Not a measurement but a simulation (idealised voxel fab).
Proc. module: voxel lift off
FYI the section here is cut, 275 nm wide, cells are 5 nm squares.
Bands, listed from the top down, are how a cross-section gets written in this document; the cross-section itself is a grid of square cells, and a band is one or more rows of them. Band: top height; bottom height; in nm. Then, left to right: material with width in nm, for each material. "edge to edge": a single material spanning edge to edge. "air": empty space. Measure heights from 0. That's the level where, below it, the as-received wafer is all one material. The lowest band is bottomless and extends downward; write it as in "0 nm and below". Think of "30..40" as a width that walks from the first number to the second as you go down the band, top row to bottom row, taking equal-sized steps from row to row. When a step is marked "nothing altered", none of the cells in the cross-section changed during that step. "Enclosed cavities" means: voids of 8 cells or more that are shut off from the top with no open way through. Written width x height at distance, distance from the left edge, in nm. Past the settings on a step's line: simulator remark, on that step. What "overlay nm" on a step's line means: if the step has a mask, that mask lay this far to the right of its planned place, or, when the value is negative, to the left.
Set out below are the planned steps of the process
1. RECEIVE,material Si
2. CONFORMAL_DEP,material Al2O3,thk nm 15
3. PATTERN,tone open,mask id LINES,material resist,width nm 30,pitch nm 45,thk nm 25,overlay nm 0
4. DIRECTIONAL_DEP,material Ru,thk nm 10
5. STRIP,etch materials resist
6. CONFORMAL_DEP,material SiN,thk nm 10
First wafer of two (run as planned)
Received-state cross-section, reflecting completion of step 1
  0 nm and below = Si edge to edge
  Enclosed cavities: none
Step 2 done - wafer cross-section
  15 nm to 0 nm = Al2O3 edge to edge
  Lower than 0, everything is as it was.
Step 3 done - wafer cross-section
  40 nm to 15 nm = 75 nm resist  30 nm air  15 nm resist  30 nm air  15 nm resist  30 nm air  80 nm resist
  Lower than 15, everything is as it was.
Step 4 done - wafer cross-section
  50 nm to 40 nm = 75 nm Ru  30 nm air  15 nm Ru  30 nm air  15 nm Ru  30 nm air  80 nm Ru
  40 nm to 25 nm = 75 nm resist  30 nm air  15 nm resist  30 nm air  15 nm resist  30 nm air  80 nm resist
  25 nm to 15 nm = 75 nm resist  30 nm Ru  15 nm resist  30 nm Ru  15 nm resist  30 nm Ru  80 nm resist
  Lower than 15, everything is as it was.
Step 5 done - wafer cross-section
  25 nm to 15 nm = 75 nm air  30 nm Ru  15 nm air  30 nm Ru  15 nm air  30 nm Ru  80 nm air
  Lower than 15, everything is as it was.
Step 6 done - wafer cross-section
  35 nm to 25 nm = 65 nm air  140 nm SiN  70 nm air
  25 nm to 15 nm = 75 nm SiN  30 nm Ru  15 nm SiN  30 nm Ru  15 nm SiN  30 nm Ru  80 nm SiN
  Lower than 15, everything is as it was.
Second wafer: like start, like plan, one mistake. Through step 1 it matches the first wafer
The second wafer in cross-section, at the planned close of step 2
  15 nm to 0 nm = Ru edge to edge
  Lower than 0, everything is as it was.
The second wafer in cross-section, at the planned close of step 3
  40 nm to 15 nm = 75 nm resist  30 nm air  15 nm resist  30 nm air  15 nm resist  30 nm air  80 nm resist
  Lower than 15, everything is as it was.
The second wafer in cross-section, at the planned close of step 4
  50 nm to 40 nm = 75 nm Ru  30 nm air  15 nm Ru  30 nm air  15 nm Ru  30 nm air  80 nm Ru
  40 nm to 25 nm = 75 nm resist  30 nm air  15 nm resist  30 nm air  15 nm resist  30 nm air  80 nm resist
  25 nm to 15 nm = 75 nm resist  30 nm Ru  15 nm resist  30 nm Ru  15 nm resist  30 nm Ru  80 nm resist
  Lower than 15, everything is as it was.
The second wafer in cross-section, at the planned close of step 5
  25 nm to 15 nm = 75 nm air  30 nm Ru  15 nm air  30 nm Ru  15 nm air  30 nm Ru  80 nm air
  Lower than 15, everything is as it was.
The second wafer in cross-section, at the planned close of step 6
  35 nm to 25 nm = 65 nm air  140 nm SiN  70 nm air
  25 nm to 15 nm = 75 nm SiN  30 nm Ru  15 nm SiN  30 nm Ru  15 nm SiN  30 nm Ru  80 nm SiN
  Lower than 15, everything is as it was.
Error vs. plan: step 2: run off-plan, actual operation and settings CONFORMAL_DEP,material Ru,thk nm 15
Once processing is complete, comparing cell counts shows that the second wafer has more or fewer of certain materials than the first: Al2O3 -165 | Ru +165
